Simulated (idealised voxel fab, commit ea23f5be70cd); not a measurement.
Module name: voxel transistor to metal (process module)
Cross-sectional view cut (width: 260 nm; square cell size: 5 nm).
Heads up, the way a cross-section reads in here is a grid of square cells, handed over as bands from the top down, with every band being one or more rows of cells.
Band entry format. Leading values: height of top, height of bottom, nm. Remainder: materials in left-to-right order, each with its width in nm. Special words: "all across" on a single material, which then fills the band edge to edge; "air", empty space.
Heights are reckoned from 0. Under this level, the received wafer is all of one material. The bottommost band is open-ended downward, for example "top 0, no bottom".
When a width is written as two numbers, as in "30 to 40", the first number is the width in the top row of cells of the band and the second is the width in its bottom row, and the width changes by the same amount from each row to the next.
A step reported as "no alterations made" is a step in which no cell of the cross-section changed.
You'll see "Closed internal voids" listing empty spaces that have no way open to the top, as long as they're 8 cells or more; the notation is width x height at distance, where the distance is from the left edge, and all of it is in nm.
Read whatever lies past the settings on a step's line as the simulator's own remark about the step.
If you see "overlay nm" on a step's line and that step has a mask, it's telling you how far right of where it was planned the mask ended up; a negative number means it went left instead.
So the way this works: pairs, before and after one process step. The after picture only goes down to the lowest band that actually changed, nothing below. Step and its settings are under each pair. And watch out, pairs might come from different runs of this module, same starting wafer though, so a pair only follows on from the one above if its "Pre-step cross-section" entry tells you so.
### Pre-step cross-section
- top 105, bottom 70: 25 lowk / 15 air / 115 lowk / 15 air / 90 lowk
- top 70, bottom 65: 25 SiCN / 15 air / 115 SiCN / 15 air / 90 SiCN
- top 65, bottom 50: 20 lowk / 5 SiCN / 15 W / 5 SiCN / 40 lowk / 5 SiCN / 15 W / 5 SiCN / 40 lowk / 5 SiCN / 15 W / 5 SiCN / 40 lowk / 5 SiCN / 15 W / 5 SiCN / 20 lowk
- top 50, bottom 45: 25 SiCN / 15 TiN / 50 SiCN / 15 TiN / 50 SiCN / 15 TiN / 50 SiCN / 15 TiN / 25 SiCN
- top 45, bottom 35: 25 SiO2 / 5 TiN / 5 W / 5 TiN / 50 SiO2 / 5 TiN / 5 W / 5 TiN / 50 SiO2 / 5 TiN / 5 W / 5 TiN / 50 SiO2 / 5 TiN / 5 W / 5 TiN / 25 SiO2
- top 35, bottom 20: 25 SiO2 / 5 TiN / 5 W / 5 TiN / 10 SiN / 5 SiO2 / 20 SiCN / 5 SiO2 / 10 SiN / 5 TiN / 5 W / 5 TiN / 50 SiO2 / 5 TiN / 5 W / 5 TiN / 10 SiN / 5 SiO2 / 20 SiCN / 5 SiO2 / 10 SiN / 5 TiN / 5 W / 5 TiN / 25 SiO2
- top 20, bottom 15: 25 SiO2 / 5 TiN / 5 W / 5 TiN / 10 SiN / 5 SiO2 / 20 polySi / 5 SiO2 / 10 SiN / 5 TiN / 5 W / 5 TiN / 50 SiO2 / 5 TiN / 5 W / 5 TiN / 10 SiN / 5 SiO2 / 20 polySi / 5 SiO2 / 10 SiN / 5 TiN / 5 W / 5 TiN / 25 SiO2
- top 15, bottom 10: 25 SiO2 / 15 TiN / 10 SiN / 5 SiO2 / 20 polySi / 5 SiO2 / 10 SiN / 15 TiN / 50 SiO2 / 15 TiN / 10 SiN / 5 SiO2 / 20 polySi / 5 SiO2 / 10 SiN / 15 TiN / 25 SiO2
- top 10, bottom 5: 40 SiO2 / 10 SiN / 5 SiO2 / 20 polySi / 5 SiO2 / 10 SiN / 80 SiO2 / 10 SiN / 5 SiO2 / 20 polySi / 5 SiO2 / 10 SiN / 40 SiO2
- top 5, bottom 0: 50 SiN / 5 SiO2 / 20 polySi / 5 SiO2 / 100 SiN / 5 SiO2 / 20 polySi / 5 SiO2 / 50 SiN
- top 0, bottom -5: SiO2 all across
- top -5, bottom -25: 15 SiO2 / 100 Si / 30 SiO2 / 100 Si / 15 SiO2
- top -25, no bottom: Si all across
- Closed internal voids: none
### Structure After Step
- top 110, bottom 105: 30 TiN / 5 air / 125 TiN / 5 air / 95 TiN
- top 105, bottom 70: 25 lowk / 5 TiN / 5 air / 5 TiN / 115 lowk / 5 TiN / 5 air / 5 TiN / 90 lowk
- top 70, bottom 65: 25 SiCN / 15 TiN / 115 SiCN / 15 TiN / 90 SiCN
- For the remainder of the cross-section, below 65, there is no change.
- Closed internal voids: none
Quick note on the step between the two cross-sections above: CONFORMAL_DEP (material TiN; thk nm 5)
Pre-step cross-section: The prior state of this step coincides with the post-step cross-section of the pair just above.
### Structure After Step
- top 115, bottom 110: Cu all across
- top 110, bottom 105: 30 TiN / 5 Cu / 125 TiN / 5 Cu / 95 TiN
- top 105, bottom 70: 25 lowk / 5 TiN / 5 Cu / 5 TiN / 115 lowk / 5 TiN / 5 Cu / 5 TiN / 90 lowk
- For the remainder of the cross-section, below 70, there is no change.
- Closed internal voids: none
Quick note on the step between the two cross-sections above: FILL_DEP (material Cu; thk nm 5)
Pre-step cross-section: The prior state of this step coincides with the post-step cross-section of the pair just above.
### Structure After Step
- top 105, bottom 70: 25 lowk / 5 TiN / 5 Cu / 5 TiN / 115 lowk / 5 TiN / 5 Cu / 5 TiN / 90 lowk
- For the remainder of the cross-section, below 70, there is no change.
- Closed internal voids: none
Quick note on the step between the two cross-sections above: CMP (height nm 105)
Pre-step cross-section: The prior state of this step coincides with the post-step cross-section of the pair just above.
### Structure After Step
- top 110, bottom 105: SiN all across
- For the remainder of the cross-section, below 105, there is no change.
- Closed internal voids: none
Quick note on the step between the two cross-sections above: CONFORMAL_DEP (material SiN; thk nm 5)
### Pre-step cross-section
- top 115, bottom 105: aC all across
- top 105, bottom 70: lowk all across
- top 70, bottom 65: SiCN all across
- top 65, bottom 50: 20 lowk / 5 SiCN / 15 W / 5 SiCN / 40 lowk / 5 SiCN / 15 W / 5 SiCN / 40 lowk / 5 SiCN / 15 W / 5 SiCN / 40 lowk / 5 SiCN / 15 W / 5 SiCN / 20 lowk
- top 50, bottom 45: 25 SiCN / 15 TiN / 50 SiCN / 15 TiN / 50 SiCN / 15 TiN / 50 SiCN / 15 TiN / 25 SiCN
- top 45, bottom 35: 25 SiO2 / 5 TiN / 5 W / 5 TiN / 50 SiO2 / 5 TiN / 5 W / 5 TiN / 50 SiO2 / 5 TiN / 5 W / 5 TiN / 50 SiO2 / 5 TiN / 5 W / 5 TiN / 25 SiO2
- top 35, bottom 20: 25 SiO2 / 5 TiN / 5 W / 5 TiN / 10 SiN / 5 SiO2 / 20 SiCN / 5 SiO2 / 10 SiN / 5 TiN / 5 W / 5 TiN / 50 SiO2 / 5 TiN / 5 W / 5 TiN / 10 SiN / 5 SiO2 / 20 SiCN / 5 SiO2 / 10 SiN / 5 TiN / 5 W / 5 TiN / 25 SiO2
- top 20, bottom 15: 25 SiO2 / 5 TiN / 5 W / 5 TiN / 10 SiN / 5 SiO2 / 20 polySi / 5 SiO2 / 10 SiN / 5 TiN / 5 W / 5 TiN / 50 SiO2 / 5 TiN / 5 W / 5 TiN / 10 SiN / 5 SiO2 / 20 polySi / 5 SiO2 / 10 SiN / 5 TiN / 5 W / 5 TiN / 25 SiO2
- top 15, bottom 10: 25 SiO2 / 15 TiN / 10 SiN / 5 SiO2 / 20 polySi / 5 SiO2 / 10 SiN / 15 TiN / 50 SiO2 / 15 TiN / 10 SiN / 5 SiO2 / 20 polySi / 5 SiO2 / 10 SiN / 15 TiN / 25 SiO2
- top 10, bottom 0: 25 SiO2 / 15 SiGe / 10 SiN / 5 SiO2 / 20 polySi / 5 SiO2 / 10 SiN / 15 SiGe / 50 SiO2 / 15 SiGe / 10 SiN / 5 SiO2 / 20 polySi / 5 SiO2 / 10 SiN / 15 SiGe / 25 SiO2
- top 0, bottom -5: 10 SiO2 / 30 SiGe / 50 SiO2 / 30 SiGe / 20 SiO2 / 30 SiGe / 50 SiO2 / 30 SiGe / 10 SiO2
- top -5, bottom -15: 15 SiO2 / 25 SiGe / 50 Si / 25 SiGe / 30 SiO2 / 25 SiGe / 50 Si / 25 SiGe / 15 SiO2
- top -15, bottom -25: 15 SiO2 / 100 Si / 30 SiO2 / 100 Si / 15 SiO2
- top -25, no bottom: Si all across
- Closed internal voids: none
### Structure After Step
- top 140, bottom 115: 20 resist / 25 air / 105 resist / 25 air / 85 resist
- For the remainder of the cross-section, below 115, there is no change.
- Closed internal voids: none
Quick note on the step between the two cross-sections above: PATTERN (tone open; mask id METAL_2; material resist; width nm 25; pitch nm 130; thk nm 25; overlay nm 0)
Pre-step cross-section: The prior state of this step coincides with the post-step cross-section of the pair just above.
### Structure After Step
- top 130, bottom 115: 20 resist / 25 air / 105 resist / 25 air / 85 resist
- top 115, bottom 105: 20 aC / 25 air / 105 aC / 25 air / 85 aC
- For the remainder of the cross-section, below 105, there is no change.
- Closed internal voids: none
Quick note on the step between the two cross-sections above: DIRECTIONAL_ETCH (etch materials aC; depth nm 10)
Pre-step cross-section: The prior state of this step coincides with the post-step cross-section of the pair just above.
### Structure After Step
- top 115, bottom 105: 20 aC / 25 air / 105 aC / 25 air / 85 aC
- For the remainder of the cross-section, below 105, there is no change.
- Closed internal voids: none
Quick note on the step between the two cross-sections above: STRIP (etch materials resist)
Pre-step cross-section: The prior state of this step coincides with the post-step cross-section of the pair just above.
### Structure After Step
- top 115, bottom 105: 20 aC / 25 air / 105 aC / 25 air / 85 aC
- top 105, bottom 85: 20 lowk / 25 air / 105 lowk / 25 air / 85 lowk
- For the remainder of the cross-section, below 85, there is no change.
- Closed internal voids: none
Quick note on the step between the two cross-sections above: DIRECTIONAL_ETCH (etch materials lowk; depth nm 20)
Pre-step cross-section: The prior state of this step coincides with the post-step cross-section of the pair just above.
### Structure After Step
- top 105, bottom 85: 20 lowk / 25 air / 105 lowk / 25 air / 85 lowk
- For the remainder of the cross-section, below 85, there is no change.
- Closed internal voids: none
Quick note on the step between the two cross-sections above: STRIP (etch materials aC)
Pre-step cross-section: The prior state of this step coincides with the post-step cross-section of the pair just above.
### Structure After Step
- top 105, bottom 85: 20 lowk / 25 air / 105 lowk / 25 air / 85 lowk
- top 85, bottom 70: 25 lowk / 15 air / 115 lowk / 15 air / 90 lowk
- For the remainder of the cross-section, below 70, there is no change.
- Closed internal voids: none
Quick note on the step between the two cross-sections above: MASKED_ETCH (tone open; mask id METAL_2_HOLES; width nm 15; pitch nm 130; etch materials lowk; depth nm 15; overlay nm 0)
Pre-step cross-section: The prior state of this step coincides with the post-step cross-section of the pair just above.
### Structure After Step
- top 105, bottom 85: 20 lowk / 25 air / 105 lowk / 25 air / 85 lowk
- top 85, bottom 70: 25 lowk / 15 air / 115 lowk / 15 air / 90 lowk
- top 70, bottom 65: 25 SiCN / 15 air / 115 SiCN / 15 air / 90 SiCN
- For the remainder of the cross-section, below 65, there is no change.
- Closed internal voids: none
Quick note on the step between the two cross-sections above: MASKED_ETCH (tone open; mask id METAL_2_HOLES; width nm 15; pitch nm 130; etch materials SiCN; depth nm 5; overlay nm 0)
Pre-step cross-section: The prior state of this step coincides with the post-step cross-section of the pair just above.
### Structure After Step
- top 110, bottom 105: 25 TiN / 15 air / 115 TiN / 15 air / 90 TiN
- top 105, bottom 90: 20 lowk / 5 TiN / 15 air / 5 TiN / 105 lowk / 5 TiN / 15 air / 5 TiN / 85 lowk
- top 90, bottom 85: 20 lowk / 10 TiN / 5 air / 10 TiN / 105 lowk / 10 TiN / 5 air / 10 TiN / 85 lowk
- top 85, bottom 70: 25 lowk / 5 TiN / 5 air / 5 TiN / 115 lowk / 5 TiN / 5 air / 5 TiN / 90 lowk
- top 70, bottom 65: 25 SiCN / 15 TiN / 115 SiCN / 15 TiN / 90 SiCN
- For the remainder of the cross-section, below 65, there is no change.
- Closed internal voids: none
Quick note on the step between the two cross-sections above: CONFORMAL_DEP (material TiN; thk nm 5)
Pre-step cross-section: The prior state of this step coincides with the post-step cross-section of the pair just above.
### Structure After Step
- top 115, bottom 110: Cu all across
- top 110, bottom 105: 25 TiN / 15 Cu / 115 TiN / 15 Cu / 90 TiN
- top 105, bottom 90: 20 lowk / 5 TiN / 15 Cu / 5 TiN / 105 lowk / 5 TiN / 15 Cu / 5 TiN / 85 lowk
- top 90, bottom 85: 20 lowk / 10 TiN / 5 Cu / 10 TiN / 105 lowk / 10 TiN / 5 Cu / 10 TiN / 85 lowk
- top 85, bottom 70: 25 lowk / 5 TiN / 5 Cu / 5 TiN / 115 lowk / 5 TiN / 5 Cu / 5 TiN / 90 lowk
- For the remainder of the cross-section, below 70, there is no change.
- Closed internal voids: none
Quick note on the step between the two cross-sections above: FILL_DEP (material Cu; thk nm 5)
Pre-step cross-section: The prior state of this step coincides with the post-step cross-section of the pair just above.
### Structure After Step
- top 105, bottom 90: 20 lowk / 5 TiN / 15 Cu / 5 TiN / 105 lowk / 5 TiN / 15 Cu / 5 TiN / 85 lowk
- For the remainder of the cross-section, below 90, there is no change.
- Closed internal voids: none
Quick note on the step between the two cross-sections above: CMP (height nm 105)
Pre-step cross-section: The prior state of this step coincides with the post-step cross-section of the pair just above.
### Structure After Step
- top 110, bottom 105: SiN all across
- For the remainder of the cross-section, below 105, there is no change.
- Closed internal voids: none
Quick note on the step between the two cross-sections above: CONFORMAL_DEP (material SiN; thk nm 5)
### Pre-step cross-section
- top 75, bottom 65: aC all across
- top 65, bottom 50: W all across
- top 50, bottom 45: TiN all across
- top 45, bottom 35: 25 SiO2 / 5 TiN / 5 W / 5 TiN / 50 SiO2 / 5 TiN / 5 W / 5 TiN / 50 SiO2 / 5 TiN / 5 W / 5 TiN / 50 SiO2 / 5 TiN / 5 W / 5 TiN / 25 SiO2
- top 35, bottom 20: 25 SiO2 / 5 TiN / 5 W / 5 TiN / 10 SiN / 5 SiO2 / 20 SiCN / 5 SiO2 / 10 SiN / 5 TiN / 5 W / 5 TiN / 50 SiO2 / 5 TiN / 5 W / 5 TiN / 10 SiN / 5 SiO2 / 20 SiCN / 5 SiO2 / 10 SiN / 5 TiN / 5 W / 5 TiN / 25 SiO2
- top 20, bottom 15: 25 SiO2 / 5 TiN / 5 W / 5 TiN / 10 SiN / 5 SiO2 / 20 polySi / 5 SiO2 / 10 SiN / 5 TiN / 5 W / 5 TiN / 50 SiO2 / 5 TiN / 5 W / 5 TiN / 10 SiN / 5 SiO2 / 20 polySi / 5 SiO2 / 10 SiN / 5 TiN / 5 W / 5 TiN / 25 SiO2
- top 15, bottom 10: 25 SiO2 / 15 TiN / 10 SiN / 5 SiO2 / 20 polySi / 5 SiO2 / 10 SiN / 15 TiN / 50 SiO2 / 15 TiN / 10 SiN / 5 SiO2 / 20 polySi / 5 SiO2 / 10 SiN / 15 TiN / 25 SiO2
- top 10, bottom 0: 25 SiO2 / 15 SiGe / 10 SiN / 5 SiO2 / 20 polySi / 5 SiO2 / 10 SiN / 15 SiGe / 50 SiO2 / 15 SiGe / 10 SiN / 5 SiO2 / 20 polySi / 5 SiO2 / 10 SiN / 15 SiGe / 25 SiO2
- top 0, bottom -5: 10 SiO2 / 30 SiGe / 50 SiO2 / 30 SiGe / 20 SiO2 / 30 SiGe / 50 SiO2 / 30 SiGe / 10 SiO2
- top -5, bottom -15: 15 SiO2 / 25 SiGe / 50 Si / 25 SiGe / 30 SiO2 / 25 SiGe / 50 Si / 25 SiGe / 15 SiO2
- top -15, bottom -25: 15 SiO2 / 100 Si / 30 SiO2 / 100 Si / 15 SiO2
- top -25, no bottom: Si all across
- Closed internal voids: none
### Structure After Step
- top 100, bottom 75: 30 air / 15 resist / 50 air / 15 resist / 50 air / 15 resist / 50 air / 15 resist / 20 air
- For the remainder of the cross-section, below 75, there is no change.
- Closed internal voids: none
Quick note on the step between the two cross-sections above: PATTERN (tone cover; mask id METAL_1; material resist; width nm 15; pitch nm 65; thk nm 25; overlay nm 5)
Pre-step cross-section: The prior state of this step coincides with the post-step cross-section of the pair just above.
### Structure After Step
- top 90, bottom 75: 30 air / 15 resist / 50 air / 15 resist / 50 air / 15 resist / 50 air / 15 resist / 20 air
- top 75, bottom 65: 30 air / 15 aC / 50 air / 15 aC / 50 air / 15 aC / 50 air / 15 aC / 20 air
- For the remainder of the cross-section, below 65, there is no change.
- Closed internal voids: none
Quick note on the step between the two cross-sections above: DIRECTIONAL_ETCH (etch materials aC; depth nm 10)
Pre-step cross-section: The prior state of this step coincides with the post-step cross-section of the pair just above.
### Structure After Step
- top 75, bottom 65: 30 air / 15 aC / 50 air / 15 aC / 50 air / 15 aC / 50 air / 15 aC / 20 air
- For the remainder of the cross-section, below 65, there is no change.
- Closed internal voids: none
Quick note on the step between the two cross-sections above: STRIP (etch materials resist)
Pre-step cross-section: The prior state of this step coincides with the post-step cross-section of the pair just above.
### Structure After Step
- top 75, bottom 65: 30 air / 15 aC / 50 air / 15 aC / 50 air / 15 aC / 50 air / 15 aC / 20 air
- top 65, bottom 50: 30 air / 15 W / 50 air / 15 W / 50 air / 15 W / 50 air / 15 W / 20 air
- For the remainder of the cross-section, below 50, there is no change.
- Closed internal voids: none
Quick note on the step between the two cross-sections above: DIRECTIONAL_ETCH (etch materials W; depth nm 15)
Pre-step cross-section: The prior state of this step coincides with the post-step cross-section of the pair just above.
### Structure After Step
- top 75, bottom 65: 30 air / 15 aC / 50 air / 15 aC / 50 air / 15 aC / 50 air / 15 aC / 20 air
- top 65, bottom 50: 30 air / 15 W / 50 air / 15 W / 50 air / 15 W / 50 air / 15 W / 20 air
- top 50, bottom 45: 30 air / 15 TiN / 50 air / 15 TiN / 50 air / 15 TiN / 50 air / 15 TiN / 20 air
- For the remainder of the cross-section, below 45, there is no change.
- Closed internal voids: none
Quick note on the step between the two cross-sections above: DIRECTIONAL_ETCH (etch materials TiN; depth nm 5)
Pre-step cross-section: The prior state of this step coincides with the post-step cross-section of the pair just above.
### Structure After Step
- top 65, bottom 50: 30 air / 15 W / 50 air / 15 W / 50 air / 15 W / 50 air / 15 W / 20 air
- For the remainder of the cross-section, below 50, there is no change.
- Closed internal voids: none
Quick note on the step between the two cross-sections above: STRIP (etch materials aC)
Pre-step cross-section: The prior state of this step coincides with the post-step cross-section of the pair just above.
### Structure After Step
- top 70, bottom 65: 25 air / 25 SiCN / 40 air / 25 SiCN / 40 air / 25 SiCN / 40 air / 25 SiCN / 15 air
- top 65, bottom 50: 25 air / 5 SiCN / 15 W / 5 SiCN / 40 air / 5 SiCN / 15 W / 5 SiCN / 40 air / 5 SiCN / 15 W / 5 SiCN / 40 air / 5 SiCN / 15 W / 5 SiCN / 15 air
- top 50, bottom 45: 30 SiCN / 15 TiN / 50 SiCN / 15 TiN / 50 SiCN / 15 TiN / 50 SiCN / 15 TiN / 20 SiCN
- For the remainder of the cross-section, below 45, there is no change.
- Closed internal voids: none
Quick note on the step between the two cross-sections above: CONFORMAL_DEP (material SiCN; thk nm 5)
Pre-step cross-section: The prior state of this step coincides with the post-step cross-section of the pair just above.
### Structure After Step
- top 75, bottom 70: lowk all across
- top 70, bottom 65: 25 lowk / 25 SiCN / 40 lowk / 25 SiCN / 40 lowk / 25 SiCN / 40 lowk / 25 SiCN / 15 lowk
- top 65, bottom 50: 25 lowk / 5 SiCN / 15 W / 5 SiCN / 40 lowk / 5 SiCN / 15 W / 5 SiCN / 40 lowk / 5 SiCN / 15 W / 5 SiCN / 40 lowk / 5 SiCN / 15 W / 5 SiCN / 15 lowk
- For the remainder of the cross-section, below 50, there is no change.
- Closed internal voids: none
Quick note on the step between the two cross-sections above: FILL_DEP (material lowk; thk nm 5)
Pre-step cross-section: The prior state of this step coincides with the post-step cross-section of the pair just above.
### Structure After Step
- top 65, bottom 50: 25 lowk / 5 SiCN / 15 W / 5 SiCN / 40 lowk / 5 SiCN / 15 W / 5 SiCN / 40 lowk / 5 SiCN / 15 W / 5 SiCN / 40 lowk / 5 SiCN / 15 W / 5 SiCN / 15 lowk
- For the remainder of the cross-section, below 50, there is no change.
- Closed internal voids: none
Quick note on the step between the two cross-sections above: CMP (height nm 65)
Pre-step cross-section: The prior state of this step coincides with the post-step cross-section of the pair just above.
### Structure After Step
- top 70, bottom 65: SiCN all across
- For the remainder of the cross-section, below 65, there is no change.
- Closed internal voids: none
Quick note on the step between the two cross-sections above: CONFORMAL_DEP (material SiCN; thk nm 5)
Pre-step cross-section: The prior state of this step coincides with the post-step cross-section of the pair just above.
### Structure After Step
- top 105, bottom 70: lowk all across
- For the remainder of the cross-section, below 70, there is no change.
- Closed internal voids: none
Quick note on the step between the two cross-sections above: DIRECTIONAL_DEP (material lowk; thk nm 35)
Pre-step cross-section: The prior state of this step coincides with the post-step cross-section of the pair just above.
### Structure After Step
- top 115, bottom 105: aC all across
- For the remainder of the cross-section, below 105, there is no change.
- Closed internal voids: none
Quick note on the step between the two cross-sections above: DIRECTIONAL_DEP (material aC; thk nm 10)
Pre-step cross-section: The prior state of this step coincides with the post-step cross-section of the pair just above.
### Structure After Step
- top 140, bottom 115: 25 resist / 15 air / 115 resist / 15 air / 90 resist
- For the remainder of the cross-section, below 115, there is no change.
- Closed internal voids: none
Quick note on the step between the two cross-sections above: PATTERN (tone open; mask id METAL_2; material resist; width nm 15; pitch nm 130; thk nm 25; overlay nm 0)
Pre-step cross-section: The prior state of this step coincides with the post-step cross-section of the pair just above.
### Structure After Step
- top 130, bottom 115: 25 resist / 15 air / 115 resist / 15 air / 90 resist
- top 115, bottom 105: 25 aC / 15 air / 115 aC / 15 air / 90 aC
- For the remainder of the cross-section, below 105, there is no change.
- Closed internal voids: none
Quick note on the step between the two cross-sections above: DIRECTIONAL_ETCH (etch materials aC; depth nm 10)
Pre-step cross-section: The prior state of this step coincides with the post-step cross-section of the pair just above.
### Structure After Step
- top 115, bottom 105: 25 aC / 15 air / 115 aC / 15 air / 90 aC
- For the remainder of the cross-section, below 105, there is no change.
- Closed internal voids: none
Quick note on the step between the two cross-sections above: STRIP (etch materials resist)
Pre-step cross-section: The prior state of this step coincides with the post-step cross-section of the pair just above.
### Structure After Step
- top 115, bottom 105: 25 aC / 15 air / 115 aC / 15 air / 90 aC
- top 105, bottom 85: 25 lowk / 15 air / 115 lowk / 15 air / 90 lowk
- For the remainder of the cross-section, below 85, there is no change.
- Closed internal voids: none
Quick note on the step between the two cross-sections above: DIRECTIONAL_ETCH (etch materials lowk; depth nm 20)
Pre-step cross-section: The prior state of this step coincides with the post-step cross-section of the pair just above.
### Structure After Step
- top 105, bottom 85: 25 lowk / 15 air / 115 lowk / 15 air / 90 lowk
- For the remainder of the cross-section, below 85, there is no change.
- Closed internal voids: none
Quick note on the step between the two cross-sections above: STRIP (etch materials aC)
Pre-step cross-section: The prior state of this step coincides with the post-step cross-section of the pair just above.
### Structure After Step
- top 105, bottom 70: 25 lowk / 15 air / 115 lowk / 15 air / 90 lowk
- For the remainder of the cross-section, below 70, there is no change.
- Closed internal voids: none
Quick note on the step between the two cross-sections above: MASKED_ETCH (tone open; mask id METAL_2_HOLES; width nm 15; pitch nm 130; etch materials lowk; depth nm 15; overlay nm 0)
Pre-step cross-section: The prior state of this step coincides with the post-step cross-section of the pair just above.
### Structure After Step
- top 105, bottom 70: 25 lowk / 15 air / 115 lowk / 15 air / 90 lowk
- top 70, bottom 65: 25 SiCN / 15 air / 115 SiCN / 15 air / 90 SiCN
- For the remainder of the cross-section, below 65, there is no change.
- Closed internal voids: none
Quick note on the step between the two cross-sections above: MASKED_ETCH (tone open; mask id METAL_2_HOLES; width nm 15; pitch nm 130; etch materials SiCN; depth nm 5; overlay nm 0)
Pre-step cross-section: The prior state of this step coincides with the post-step cross-section of the pair just above.
### Structure After Step
- top 110, bottom 105: 30 TiN / 5 air / 125 TiN / 5 air / 95 TiN
- top 105, bottom 70: 25 lowk / 5 TiN / 5 air / 5 TiN / 115 lowk / 5 TiN / 5 air / 5 TiN / 90 lowk
- top 70, bottom 65: 25 SiCN / 15 TiN / 115 SiCN / 15 TiN / 90 SiCN
- For the remainder of the cross-section, below 65, there is no change.
- Closed internal voids: none
Quick note on the step between the two cross-sections above: CONFORMAL_DEP (material TiN; thk nm 5)
Pre-step cross-section: The prior state of this step coincides with the post-step cross-section of the pair just above.
### Structure After Step
- top 115, bottom 110: Cu all across
- top 110, bottom 105: 30 TiN / 5 Cu / 125 TiN / 5 Cu / 95 TiN
- top 105, bottom 70: 25 lowk / 5 TiN / 5 Cu / 5 TiN / 115 lowk / 5 TiN / 5 Cu / 5 TiN / 90 lowk
- For the remainder of the cross-section, below 70, there is no change.
- Closed internal voids: none
Quick note on the step between the two cross-sections above: FILL_DEP (material Cu; thk nm 5)
Pre-step cross-section: The prior state of this step coincides with the post-step cross-section of the pair just above.
### Structure After Step
- top 105, bottom 70: 25 lowk / 5 TiN / 5 Cu / 5 TiN / 115 lowk / 5 TiN / 5 Cu / 5 TiN / 90 lowk
- For the remainder of the cross-section, below 70, there is no change.
- Closed internal voids: none
Quick note on the step between the two cross-sections above: CMP (height nm 105)
Pre-step cross-section: The prior state of this step coincides with the post-step cross-section of the pair just above.
### Structure After Step
- top 110, bottom 105: SiN all across
- For the remainder of the cross-section, below 105, there is no change.
- Closed internal voids: none
Quick note on the step between the two cross-sections above: CONFORMAL_DEP (material SiN; thk nm 5)
### Pre-step cross-section
- top 35, bottom 20: 40 SiO2 / 10 SiN / 5 SiO2 / 20 SiCN / 5 SiO2 / 10 SiN / 80 SiO2 / 10 SiN / 5 SiO2 / 20 SiCN / 5 SiO2 / 10 SiN / 40 SiO2
- top 20, bottom 10: 40 SiO2 / 10 SiN / 5 SiO2 / 20 polySi / 5 SiO2 / 10 SiN / 80 SiO2 / 10 SiN / 5 SiO2 / 20 polySi / 5 SiO2 / 10 SiN / 40 SiO2
- top 10, bottom 0: 25 SiO2 / 15 SiGe / 10 SiN / 5 SiO2 / 20 polySi / 5 SiO2 / 10 SiN / 15 SiGe / 50 SiO2 / 15 SiGe / 10 SiN / 5 SiO2 / 20 polySi / 5 SiO2 / 10 SiN / 15 SiGe / 25 SiO2
- top 0, bottom -5: 10 SiO2 / 30 SiGe / 50 SiO2 / 30 SiGe / 20 SiO2 / 30 SiGe / 50 SiO2 / 30 SiGe / 10 SiO2
- top -5, bottom -15: 15 SiO2 / 25 SiGe / 50 Si / 25 SiGe / 30 SiO2 / 25 SiGe / 50 Si / 25 SiGe / 15 SiO2
- top -15, bottom -25: 15 SiO2 / 100 Si / 30 SiO2 / 100 Si / 15 SiO2
- top -25, no bottom: Si all across
- Closed internal voids: none
### Structure After Step
- top 45, bottom 35: polySi all across
- For the remainder of the cross-section, below 35, there is no change.
- Closed internal voids: none
Quick note on the step between the two cross-sections above: DIRECTIONAL_DEP (material polySi; thk nm 10)
Pre-step cross-section: The prior state of this step coincides with the post-step cross-section of the pair just above.
### Structure After Step
- top 60, bottom 45: aC all across
- For the remainder of the cross-section, below 45, there is no change.
- Closed internal voids: none
Quick note on the step between the two cross-sections above: DIRECTIONAL_DEP (material aC; thk nm 15)
Pre-step cross-section: The prior state of this step coincides with the post-step cross-section of the pair just above.
### Structure After Step
- top 95, bottom 60: 25 resist / 15 air / 50 resist / 15 air / 50 resist / 15 air / 50 resist / 15 air / 25 resist
- For the remainder of the cross-section, below 60, there is no change.
- Closed internal voids: none
Quick note on the step between the two cross-sections above: PATTERN (tone open; mask id CONTACT; material resist; width nm 15; pitch nm 65; thk nm 35; overlay nm 0)
Pre-step cross-section: The prior state of this step coincides with the post-step cross-section of the pair just above.
### Structure After Step
- top 80, bottom 60: 25 resist / 15 air / 50 resist / 15 air / 50 resist / 15 air / 50 resist / 15 air / 25 resist
- top 60, bottom 45: 25 aC / 15 air / 50 aC / 15 air / 50 aC / 15 air / 50 aC / 15 air / 25 aC
- For the remainder of the cross-section, below 45, there is no change.
- Closed internal voids: none
Quick note on the step between the two cross-sections above: DIRECTIONAL_ETCH (etch materials aC; depth nm 15)
Pre-step cross-section: The prior state of this step coincides with the post-step cross-section of the pair just above.
### Structure After Step
- top 60, bottom 45: 25 aC / 15 air / 50 aC / 15 air / 50 aC / 15 air / 50 aC / 15 air / 25 aC
- For the remainder of the cross-section, below 45, there is no change.
- Closed internal voids: none
Quick note on the step between the two cross-sections above: STRIP (etch materials resist)
Pre-step cross-section: The prior state of this step coincides with the post-step cross-section of the pair just above.
### Structure After Step
- top 45, bottom 35: polySi all across
- For the remainder of the cross-section, below 35, there is no change.
- Closed internal voids: none
Quick note on the step between the two cross-sections above: STRIP (etch materials aC)
Pre-step cross-section: The prior state of this step coincides with the post-step cross-section of the pair just above.
### Structure After Step
- top 50, bottom 45: TiN all across
- For the remainder of the cross-section, below 45, there is no change.
- Closed internal voids: none
Quick note on the step between the two cross-sections above: CONFORMAL_DEP (material TiN; thk nm 5)
Pre-step cross-section: The prior state of this step coincides with the post-step cross-section of the pair just above.
### Structure After Step
- top 55, bottom 50: W all across
- For the remainder of the cross-section, below 50, there is no change.
- Closed internal voids: none
Quick note on the step between the two cross-sections above: FILL_DEP (material W; thk nm 5)
Pre-step cross-section: The prior state of this step coincides with the post-step cross-section of the pair just above.
### Structure After Step
- top 45, bottom 35: polySi all across
- For the remainder of the cross-section, below 35, there is no change.
- Closed internal voids: none
Quick note on the step between the two cross-sections above: CMP (height nm 45)
Pre-step cross-section: The prior state of this step coincides with the post-step cross-section of the pair just above.
### Structure After Step
- top 50, bottom 45: TiN all across
- For the remainder of the cross-section, below 45, there is no change.
- Closed internal voids: none
Quick note on the step between the two cross-sections above: DIRECTIONAL_DEP (material TiN; thk nm 5)
Pre-step cross-section: The prior state of this step coincides with the post-step cross-section of the pair just above.
### Structure After Step
- top 65, bottom 50: W all across
- For the remainder of the cross-section, below 50, there is no change.
- Closed internal voids: none
Quick note on the step between the two cross-sections above: DIRECTIONAL_DEP (material W; thk nm 15)
Pre-step cross-section: The prior state of this step coincides with the post-step cross-section of the pair just above.
### Structure After Step
- top 75, bottom 65: aC all across
- For the remainder of the cross-section, below 65, there is no change.
- Closed internal voids: none
Quick note on the step between the two cross-sections above: DIRECTIONAL_DEP (material aC; thk nm 10)
Pre-step cross-section: The prior state of this step coincides with the post-step cross-section of the pair just above.
### Structure After Step
- top 100, bottom 75: 25 air / 15 resist / 50 air / 15 resist / 50 air / 15 resist / 50 air / 15 resist / 25 air
- For the remainder of the cross-section, below 75, there is no change.
- Closed internal voids: none
Quick note on the step between the two cross-sections above: PATTERN (tone cover; mask id METAL_1; material resist; width nm 15; pitch nm 65; thk nm 25; overlay nm 0)
